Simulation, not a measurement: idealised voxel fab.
Module name: voxel double patterning (process module)
Cross-section cut: width 175 nm, square cells of 5 nm.
Think of the cross-section as a grid of square cells. We describe it in bands, top to bottom, and each band covers one or more rows of those cells. Within each band entry, the heights of the top and of the bottom of the band appear first, in that order and in nm; the materials of the band then follow from left to right, each with its corresponding width in nm. The designation "throughout" on a single material indicates that it fills the band from edge to edge; the designation "blank" indicates empty space. For the purposes of this specification, 0 denotes the height below which the wafer in its as-received condition is composed wholly of one material, and the lowermost band, lacking a lower limit, extends downward without end, as expressed in "top 0, no bottom". You'd read "30->40" like this: the band's top row of cells is as wide as the first number, its bottom row is as wide as the second, and going down, every row changes width by the same amount as the row before did. Given "no change" for a step, no cell of the cross-section differs between before and after that step. Enclosed cavity list: empty space of 8 cells or more with no open way to the top, each as width x height at its distance from the left edge, in nm. On a step's line, text after the settings is the simulator commenting on that step. overlay nm: mask right of planned place by this much (step with mask). Neg. = left.
**Process steps - plan**
step 1: op RECEIVE | material Si
step 2: op CONFORMAL_DEP | material SiN | thk nm 5
step 3: op DIRECTIONAL_DEP | material SiO2 | thk nm 20
step 4: op DIRECTIONAL_DEP | material SiCN | thk nm 5
step 5: op DIRECTIONAL_DEP | material aC | thk nm 15
step 6: op PATTERN | tone open | mask id FIRST | material resist | width nm 15 | pitch nm 50 | thk nm 30 | overlay nm 0
step 7: op DIRECTIONAL_ETCH | etch materials aC | depth nm 15
step 8: op STRIP | etch materials resist
step 9: op DIRECTIONAL_ETCH | etch materials SiCN | depth nm 5
step 10: op STRIP | etch materials aC
step 11: op DIRECTIONAL_DEP | material aC | thk nm 10
step 12: op PATTERN | tone open | mask id SECOND | material resist | width nm 15 | thk nm 30 | overlay nm 0
step 13: op DIRECTIONAL_ETCH | etch materials aC | depth nm 10
step 14: op STRIP | etch materials resist
step 15: op DIRECTIONAL_ETCH | etch materials SiCN | depth nm 5
step 16: op STRIP | etch materials aC
step 17: op DIRECTIONAL_ETCH | etch materials SiO2 | depth nm 20
step 18: op STRIP | etch materials SiCN
**First of two wafers, processed according to plan**
**Cross-sectional view of the wafer in its as-received condition, corresponding to the state after step 1**
* top 0, no bottom  Si throughout
* Enclosed cavity list: none
**Upon completion of step 2, the wafer appears in cross-section as shown**
* top 5, bottom 0  SiN throughout
* Below 0, no change.
**Upon completion of step 3, the wafer appears in cross-section as shown**
* top 25, bottom 5  SiO2 throughout
* Below 5, no change.
**Upon completion of step 4, the wafer appears in cross-section as shown**
* top 30, bottom 25  SiCN throughout
* Below 25, no change.
**Upon completion of step 5, the wafer appears in cross-section as shown**
* top 45, bottom 30  aC throughout
* Below 30, no change.
**Upon completion of step 6, the wafer appears in cross-section as shown**
* top 75, bottom 45  55 of resist, then 15 of blank, then 35 of resist, then 15 of blank, then 55 of resist
* Below 45, no change.
**Upon completion of step 7, the wafer appears in cross-section as shown**
* top 60, bottom 45  55 of resist, then 15 of blank, then 35 of resist, then 15 of blank, then 55 of resist
* top 45, bottom 30  55 of aC, then 15 of blank, then 35 of aC, then 15 of blank, then 55 of aC
* Below 30, no change.
**Upon completion of step 8, the wafer appears in cross-section as shown**
* top 45, bottom 30  55 of aC, then 15 of blank, then 35 of aC, then 15 of blank, then 55 of aC
* Below 30, no change.
**Upon completion of step 9, the wafer appears in cross-section as shown**
* top 45, bottom 30  55 of aC, then 15 of blank, then 35 of aC, then 15 of blank, then 55 of aC
* top 30, bottom 25  55 of SiCN, then 15 of blank, then 35 of SiCN, then 15 of blank, then 55 of SiCN
* Below 25, no change.
**Upon completion of step 10, the wafer appears in cross-section as shown**
* top 30, bottom 25  55 of SiCN, then 15 of blank, then 35 of SiCN, then 15 of blank, then 55 of SiCN
* Below 25, no change.
**Upon completion of step 11, the wafer appears in cross-section as shown**
* top 40, bottom 35  55 of aC, then 15 of blank, then 35 of aC, then 15 of blank, then 55 of aC
* top 35, bottom 30  aC throughout
* top 30, bottom 25  55 of SiCN, then 15 of aC, then 35 of SiCN, then 15 of aC, then 55 of SiCN
* Below 25, no change.
**Upon completion of step 12, the wafer appears in cross-section as shown**
* top 70, bottom 40  80 of resist, then 15 of blank, then 80 of resist
* top 40, bottom 35  55 of aC, then 15 of resist, then 35 of aC, then 15 of resist, then 55 of aC
* Below 35, no change.
**Upon completion of step 13, the wafer appears in cross-section as shown**
* top 60, bottom 40  80 of resist, then 15 of blank, then 80 of resist
* top 40, bottom 35  55 of aC, then 15 of resist, then 10 of aC, then 15 of blank, then 10 of aC, then 15 of resist, then 55 of aC
* top 35, bottom 30  80 of aC, then 15 of blank, then 80 of aC
* Below 30, no change.
**Upon completion of step 14, the wafer appears in cross-section as shown**
* top 40, bottom 35  55 of aC, then 15 of blank, then 10 of aC, then 15 of blank, then 10 of aC, then 15 of blank, then 55 of aC
* Below 35, no change.
**Upon completion of step 15, the wafer appears in cross-section as shown**
* top 40, bottom 35  55 of aC, then 15 of blank, then 10 of aC, then 15 of blank, then 10 of aC, then 15 of blank, then 55 of aC
* top 35, bottom 30  80 of aC, then 15 of blank, then 80 of aC
* top 30, bottom 25  55 of SiCN, then 15 of aC, then 10 of SiCN, then 15 of blank, then 10 of SiCN, then 15 of aC, then 55 of SiCN
* Below 25, no change.
**Upon completion of step 16, the wafer appears in cross-section as shown**
* top 30, bottom 25  55 of SiCN, then 15 of blank, then 10 of SiCN, then 15 of blank, then 10 of SiCN, then 15 of blank, then 55 of SiCN
* Below 25, no change.
**Upon completion of step 17, the wafer appears in cross-section as shown**
* top 30, bottom 25  55 of SiCN, then 15 of blank, then 10 of SiCN, then 15 of blank, then 10 of SiCN, then 15 of blank, then 55 of SiCN
* top 25, bottom 5  55 of SiO2, then 15 of blank, then 10 of SiO2, then 15 of blank, then 10 of SiO2, then 15 of blank, then 55 of SiO2
* Below 5, no change.
**Upon completion of step 18, the wafer appears in cross-section as shown**
* top 25, bottom 5  55 of SiO2, then 15 of blank, then 10 of SiO2, then 15 of blank, then 10 of SiO2, then 15 of blank, then 55 of SiO2
* Below 5, no change.
**Now the other wafer: same start, same recipe, but we messed up one thing when running it. Up to and including step 1 it's the same as the first one**
The second wafer cut through, at the time step 2 was supposed to be finished: no change
**The second wafer cut through, at the time step 3 was supposed to be finished**
* top 20, bottom 0  SiO2 throughout
* Below 0, no change.
**The second wafer cut through, at the time step 4 was supposed to be finished**
* top 25, bottom 20  SiCN throughout
* Below 20, no change.
**The second wafer cut through, at the time step 5 was supposed to be finished**
* top 40, bottom 25  aC throughout
* Below 25, no change.
**The second wafer cut through, at the time step 6 was supposed to be finished**
* top 70, bottom 40  55 of resist, then 15 of blank, then 35 of resist, then 15 of blank, then 55 of resist
* Below 40, no change.
**The second wafer cut through, at the time step 7 was supposed to be finished**
* top 55, bottom 40  55 of resist, then 15 of blank, then 35 of resist, then 15 of blank, then 55 of resist
* top 40, bottom 25  55 of aC, then 15 of blank, then 35 of aC, then 15 of blank, then 55 of aC
* Below 25, no change.
**The second wafer cut through, at the time step 8 was supposed to be finished**
* top 40, bottom 25  55 of aC, then 15 of blank, then 35 of aC, then 15 of blank, then 55 of aC
* Below 25, no change.
**The second wafer cut through, at the time step 9 was supposed to be finished**
* top 40, bottom 25  55 of aC, then 15 of blank, then 35 of aC, then 15 of blank, then 55 of aC
* top 25, bottom 20  55 of SiCN, then 15 of blank, then 35 of SiCN, then 15 of blank, then 55 of SiCN
* Below 20, no change.
**The second wafer cut through, at the time step 10 was supposed to be finished**
* top 25, bottom 20  55 of SiCN, then 15 of blank, then 35 of SiCN, then 15 of blank, then 55 of SiCN
* Below 20, no change.
**The second wafer cut through, at the time step 11 was supposed to be finished**
* top 35, bottom 30  55 of aC, then 15 of blank, then 35 of aC, then 15 of blank, then 55 of aC
* top 30, bottom 25  aC throughout
* top 25, bottom 20  55 of SiCN, then 15 of aC, then 35 of SiCN, then 15 of aC, then 55 of SiCN
* Below 20, no change.
**The second wafer cut through, at the time step 12 was supposed to be finished**
* top 65, bottom 35  80 of resist, then 15 of blank, then 80 of resist
* top 35, bottom 30  55 of aC, then 15 of resist, then 35 of aC, then 15 of resist, then 55 of aC
* Below 30, no change.
**The second wafer cut through, at the time step 13 was supposed to be finished**
* top 55, bottom 35  80 of resist, then 15 of blank, then 80 of resist
* top 35, bottom 30  55 of aC, then 15 of resist, then 10 of aC, then 15 of blank, then 10 of aC, then 15 of resist, then 55 of aC
* top 30, bottom 25  80 of aC, then 15 of blank, then 80 of aC
* Below 25, no change.
**The second wafer cut through, at the time step 14 was supposed to be finished**
* top 35, bottom 30  55 of aC, then 15 of blank, then 10 of aC, then 15 of blank, then 10 of aC, then 15 of blank, then 55 of aC
* Below 30, no change.
**The second wafer cut through, at the time step 15 was supposed to be finished**
* top 35, bottom 30  55 of aC, then 15 of blank, then 10 of aC, then 15 of blank, then 10 of aC, then 15 of blank, then 55 of aC
* top 30, bottom 25  80 of aC, then 15 of blank, then 80 of aC
* top 25, bottom 20  55 of SiCN, then 15 of aC, then 10 of SiCN, then 15 of blank, then 10 of SiCN, then 15 of aC, then 55 of SiCN
* Below 20, no change.
**The second wafer cut through, at the time step 16 was supposed to be finished**
* top 25, bottom 20  55 of SiCN, then 15 of blank, then 10 of SiCN, then 15 of blank, then 10 of SiCN, then 15 of blank, then 55 of SiCN
* Below 20, no change.
**The second wafer cut through, at the time step 17 was supposed to be finished**
* top 25, bottom 20  55 of SiCN, then 15 of blank, then 10 of SiCN, then 15 of blank, then 10 of SiCN, then 15 of blank, then 55 of SiCN
* top 20, bottom 0  55 of SiO2, then 15 of blank, then 10 of SiO2, then 15 of blank, then 10 of SiO2, then 15 of blank, then 55 of SiO2
* Below 0, no change.
**The second wafer cut through, at the time step 18 was supposed to be finished**
* top 20, bottom 0  55 of SiO2, then 15 of blank, then 10 of SiO2, then 15 of blank, then 10 of SiO2, then 15 of blank, then 55 of SiO2
* Below 0, no change.
Nonconformance to the process plan: heads up, step 2 of the plan was skipped and never actually ran
at the end the second wafer has, in cells: SiN: 35 fewer
